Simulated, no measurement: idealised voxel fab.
Documented hereafter: the process module known as voxel air gaps.
Square cells of 5 nm make up the cross-section cut, whose width is 235 nm.
Bands, listed from the top down, are how a cross-section gets written in this document; the cross-section itself is a grid of square cells, and a band is one or more rows of them. Band: top height; bottom height; in nm. Then, left to right: material with width in nm, for each material. "throughout": a single material spanning edge to edge. "air": empty space. Heights are measured from 0, the level below which the as-received wafer is all one material; the lowest band has no bottom and continues downward, written as in "z 0 and below". With a width like "30->40", each row of cells in the band differs from the next by the same amount, the top row carrying the first number and the bottom row the second. "no alterations made" for a step: no cell of the cross-section changed in that step. "Entrapped void list" lists enclosed empty spaces (at least 8 cells, no open path upward to the top), each as width x height at distance from the left edge, in nm. What comes after the settings on a step's line is commentary from the simulator itself on that step. Each step line may optionally specify "overlay nm", which for a step with a mask gives the rightward distance between the mask's planned place and where it lay, a negative value indicating the leftward direction.
Intended process steps
1) RECEIVE | material Si
2) CONFORMAL_DEP | material SiO2 | thk nm 10
3) CONFORMAL_DEP | material SiN | thk nm 5
4) DIRECTIONAL_DEP | material SiO2 | thk nm 40
5) DIRECTIONAL_DEP | material aC | thk nm 15
6) PATTERN | tone open | mask id LINES | material resist | width nm 15 | pitch nm 45 | thk nm 30 | overlay nm 0
7) DIRECTIONAL_ETCH | etch materials aC | depth nm 15
8) STRIP | etch materials resist
9) DIRECTIONAL_ETCH | etch materials SiO2 | depth nm 40
10) STRIP | etch materials aC
11) CONFORMAL_DEP | material TiN | thk nm 5
12) FILL_DEP | material Ru | thk nm 10
13) CMP | height nm 55
14) EPI | material Ru | thk nm 10
15) SELECTIVE_ETCH | etch materials SiO2 | depth nm 50
16) CONFORMAL_DEP | material SiN | thk nm 5
Cross-section, incoming material, after step 1
    z 0 and below  Si throughout
    Entrapped void list: none
The cross-section shown corresponds to the wafer at the conclusion of the module. The initial structure and the process plan are those presented above; however, one mistake occurred in executing the plan
    z 80 to 75  air=40, then SiN=155, then air=40
    z 75 to 55  air=40, then SiN=5, then Ru=145, then SiN=5, then air=40
    z 55 to 50  air=40, then SiN=25, then TiN=5, then Ru=5, then TiN=5, then SiO2=30, then TiN=5, then Ru=5, then TiN=5, then SiO2=30, then TiN=5, then Ru=5, then TiN=5, then SiN=25, then air=40
    z 50 to 20  air=60, then SiN=5, then TiN=5, then Ru=5, then TiN=5, then SiO2=30, then TiN=5, then Ru=5, then TiN=5, then SiO2=30, then TiN=5, then Ru=5, then TiN=5, then SiN=5, then air=60
    z 20 to 15  SiN=65, then TiN=15, then SiO2=30, then TiN=15, then SiO2=30, then TiN=15, then SiN=65
    z 15 to 10  SiN throughout
    z 10 to 0  SiO2 throughout
    z 0 and below  Si throughout
    Entrapped void list: none
So what did we get wrong on this run? step 14 of the plan saw execution twice
